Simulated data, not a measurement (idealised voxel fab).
Presented below is a process module, voxel released beams.
Each square cell in cross-section cut measures 5 nm, and the section as a whole is 180 nm wide.
Reading order for cross-sections: top band down to bottom band. Underlying form: a grid of square cells. Band size: one or more rows of cells.
Read a band's entry like this: the first values are the height of its top and the height of its bottom in nm, and what follows is the sequence of materials from left to right, each with its width in nm. Note that "empty" is empty space, and that a single material marked "edge to edge" reaches across the band from edge to edge.
Where do heights start? At 0: under that level the wafer as delivered is made of one material only. And the lowest band has no floor; it just carries on downward, as in "0 -> down".
It should be noted that a width expressed as "30..40" varies in equal increments from row to row of cells within the band, taking the value of the first number at the top row and that of the second number at the bottom row.
The designation "stayed the same", where it is given for a processing step, indicates that no cell of the cross-section was altered in the course of that step.
In the "Enclosed void list" entry, you get each enclosed empty space of 8 cells or more, one with no open way to the top, written width x height at distance, distance from the left edge, in nm.
If you see something after the settings on a step's line, that's the simulator's own remark about that step.
Regarding "overlay nm": on a step with a mask, it is the distance the mask lay to the right of its planned place; a negative value places it to the left.
[Intended process steps]
1: RECEIVE | material Si
2: CONFORMAL_DEP | material SiN | thk nm 10
3: DIRECTIONAL_DEP | material SiO2 | thk nm 20
4: PATTERN | tone open | mask id ANCHOR | material resist | width nm 35 | thk nm 15 | overlay nm 0
5: DIRECTIONAL_ETCH | etch materials SiO2 | depth nm 20
6: STRIP | etch materials resist
7: CONFORMAL_DEP | material TiN | thk nm 15
8: DIRECTIONAL_DEP | material aC | thk nm 15
9: PATTERN | tone cover | mask id BEAM | material resist | width nm 100 | thk nm 30 | overlay nm 0
10: DIRECTIONAL_ETCH | etch materials aC | depth nm 15
11: STRIP | etch materials resist
12: DIRECTIONAL_ETCH | etch materials TiN | depth nm 15
13: STRIP | etch materials aC
14: STRIP | etch materials SiO2
[First of two wafers: run as planned]
[Wafer as received: cross-section following step 1]
  0 -> down  Si edge to edge
  Enclosed void list: none
[The wafer in cross-section once step 2 is complete]
  10 -> 0  SiN edge to edge
  At heights below 0, the structure remains unaltered.
[The wafer in cross-section once step 3 is complete]
  30 -> 10  SiO2 edge to edge
  At heights below 10, the structure remains unaltered.
[The wafer in cross-section once step 4 is complete]
  45 -> 30  resist 40 | empty 35 | resist 105
  At heights below 30, the structure remains unaltered.
[The wafer in cross-section once step 5 is complete]
  45 -> 30  resist 40 | empty 35 | resist 105
  30 -> 10  SiO2 40 | empty 35 | SiO2 105
  At heights below 10, the structure remains unaltered.
[The wafer in cross-section once step 6 is complete]
  30 -> 10  SiO2 40 | empty 35 | SiO2 105
  At heights below 10, the structure remains unaltered.
[The wafer in cross-section once step 7 is complete]
  45 -> 30  TiN 55 | empty 5 | TiN 120
  30 -> 25  SiO2 40 | TiN 15 | empty 5 | TiN 15 | SiO2 105
  25 -> 10  SiO2 40 | TiN 35 | SiO2 105
  At heights below 10, the structure remains unaltered.
[The wafer in cross-section once step 8 is complete]
  60 -> 45  aC 55 | empty 5 | aC 120
  45 -> 40  TiN 55 | empty 5 | TiN 120
  40 -> 30  TiN 55 | aC 5 | TiN 120
  30 -> 25  SiO2 40 | TiN 15 | aC 5 | TiN 15 | SiO2 105
  At heights below 25, the structure remains unaltered.
[The wafer in cross-section once step 9 is complete]
  90 -> 60  empty 35 | resist 100 | empty 45
  60 -> 45  aC 55 | resist 5 | aC 120
  45 -> 40  TiN 55 | resist 5 | TiN 120
  At heights below 40, the structure remains unaltered.
[The wafer in cross-section once step 10 is complete]
  75 -> 60  empty 35 | resist 100 | empty 45
  60 -> 45  empty 35 | aC 20 | resist 5 | aC 75 | empty 45
  At heights below 45, the structure remains unaltered.
[The wafer in cross-section once step 11 is complete]
  60 -> 45  empty 35 | aC 20 | empty 5 | aC 75 | empty 45
  45 -> 40  TiN 55 | empty 5 | TiN 120
  At heights below 40, the structure remains unaltered.
[The wafer in cross-section once step 12 is complete]
  60 -> 45  empty 35 | aC 20 | empty 5 | aC 75 | empty 45
  45 -> 40  empty 35 | TiN 20 | empty 5 | TiN 75 | empty 45
  40 -> 30  empty 35 | TiN 20 | aC 5 | TiN 75 | empty 45
  At heights below 30, the structure remains unaltered.
[The wafer in cross-section once step 13 is complete]
  45 -> 30  empty 35 | TiN 20 | empty 5 | TiN 75 | empty 45
  30 -> 25  SiO2 40 | TiN 15 | empty 5 | TiN 15 | SiO2 105
  At heights below 25, the structure remains unaltered.
[The wafer in cross-section once step 14 is complete]
  45 -> 30  empty 35 | TiN 20 | empty 5 | TiN 75 | empty 45
  30 -> 25  empty 40 | TiN 15 | empty 5 | TiN 15 | empty 105
  25 -> 10  empty 40 | TiN 35 | empty 105
  At heights below 10, the structure remains unaltered.
[Now the other wafer: same start, same recipe, but we messed up one thing when running it. Up to and including step 6 it's the same as the first one]
[Second wafer shown in cross-section at the time step 7 was slated to end]
  60 -> 30  TiN edge to edge
  30 -> 10  SiO2 40 | TiN 35 | SiO2 105
  At heights below 10, the structure remains unaltered.
[Second wafer shown in cross-section at the time step 8 was slated to end]
  75 -> 60  aC edge to edge
  At heights below 60, the structure remains unaltered.
[Second wafer shown in cross-section at the time step 9 was slated to end]
  105 -> 75  empty 35 | resist 100 | empty 45
  At heights below 75, the structure remains unaltered.
[Second wafer shown in cross-section at the time step 10 was slated to end]
  90 -> 75  empty 35 | resist 100 | empty 45
  75 -> 60  empty 35 | aC 100 | empty 45
  At heights below 60, the structure remains unaltered.
[Second wafer shown in cross-section at the time step 11 was slated to end]
  75 -> 60  empty 35 | aC 100 | empty 45
  At heights below 60, the structure remains unaltered.
[Second wafer shown in cross-section at the time step 12 was slated to end]
  75 -> 60  empty 35 | aC 100 | empty 45
  60 -> 45  empty 35 | TiN 100 | empty 45
  At heights below 45, the structure remains unaltered.
[Second wafer shown in cross-section at the time step 13 was slated to end]
  60 -> 45  empty 35 | TiN 100 | empty 45
  At heights below 45, the structure remains unaltered.
Second wafer shown in cross-section at the time step 14 was slated to end: stayed the same
In executing the process, a mistake was made relative to the plan: plan step 7 was conducted twice
At the finish, the second wafer shows more or fewer cells for some materials than the first does: SiO2: 116 more; TiN: 112 more
